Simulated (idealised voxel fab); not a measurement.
Process module in this document: voxel tone inversion
Square cell edge 5 nm, section width 275 nm, ID cut.
In what follows, cross-sections appear as grids of square cells, described through bands that run from the top down, where every band is one or more rows of cells.
Band: top height; bottom height; in nm. Then, left to right: material with width in nm, for each material. "full width": a single material spanning edge to edge. "empty": empty space.
For the purposes of this specification, 0 denotes the height below which the wafer in its as-received condition is composed wholly of one material, and the lowermost band, lacking a lower limit, extends downward without end, as expressed in "from 0 down".
The two numbers in a width such as "30->40" mark its ends across the band: the first belongs to the top row of cells, the second to the bottom row, and from each row to the next the width moves by the same amount.
Any step labelled "nothing different" changed none of the cells in the cross-section.
The list in "Completely sealed voids" covers empty spaces of 8 cells or more that cannot reach the top through any open way, and it gives each as width x height at distance; the distance is from the left edge, and width, height and distance are in nm.
On each step's line, the part that comes after the settings is the simulator's own comment on the step.
overlay nm: mask right of planned place by this much (step with mask). Neg. = left.

This section lists the process steps that were planned:
1,RECEIVE | material Si
2,CONFORMAL_DEP | material SiN | thk nm 5
3,DIRECTIONAL_DEP | material polySi | thk nm 20
4,PATTERN | tone cover | mask id POSTS | material resist | width nm 15 | pitch nm 40 | thk nm 25 | overlay nm 0
5,DIRECTIONAL_ETCH | etch materials polySi | depth nm 20
6,STRIP | etch materials resist
7,FILL_DEP | material lowk | thk nm 5
8,CMP | height nm 25
9,STRIP | etch materials polySi
10,CONFORMAL_DEP | material TiN | thk nm 5
11,FILL_DEP | material Ru | thk nm 10
12,CMP | height nm 25
13,CONFORMAL_DEP | material SiCN | thk nm 5

Here's what the wafer looked like in cross-section when it arrived - that's after step 1:
	from 0 down | Si full width
	Completely sealed voids: none

Wafer cross-section at end of module: start and plan as shown above, one execution error:
	from 30 to 25 | SiCN full width
	from 25 to 10 | 70 of lowk | 5 of TiN | 5 of Ru | 5 of TiN | 25 of lowk | 5 of TiN | 5 of Ru | 5 of TiN | 25 of lowk | 5 of TiN | 5 of Ru | 5 of TiN | 25 of lowk | 5 of TiN | 5 of Ru | 5 of TiN | 70 of lowk
	from 10 to 5 | 70 of lowk | 15 of TiN | 25 of lowk | 15 of TiN | 25 of lowk | 15 of TiN | 25 of lowk | 15 of TiN | 70 of lowk
	from 5 to 0 | TiN full width
	from 0 down | Si full width
	Completely sealed voids: none
What went wrong in running the wafer? step 2 was not run as planned; what actually ran was CONFORMAL_DEP | material TiN | thk nm 5
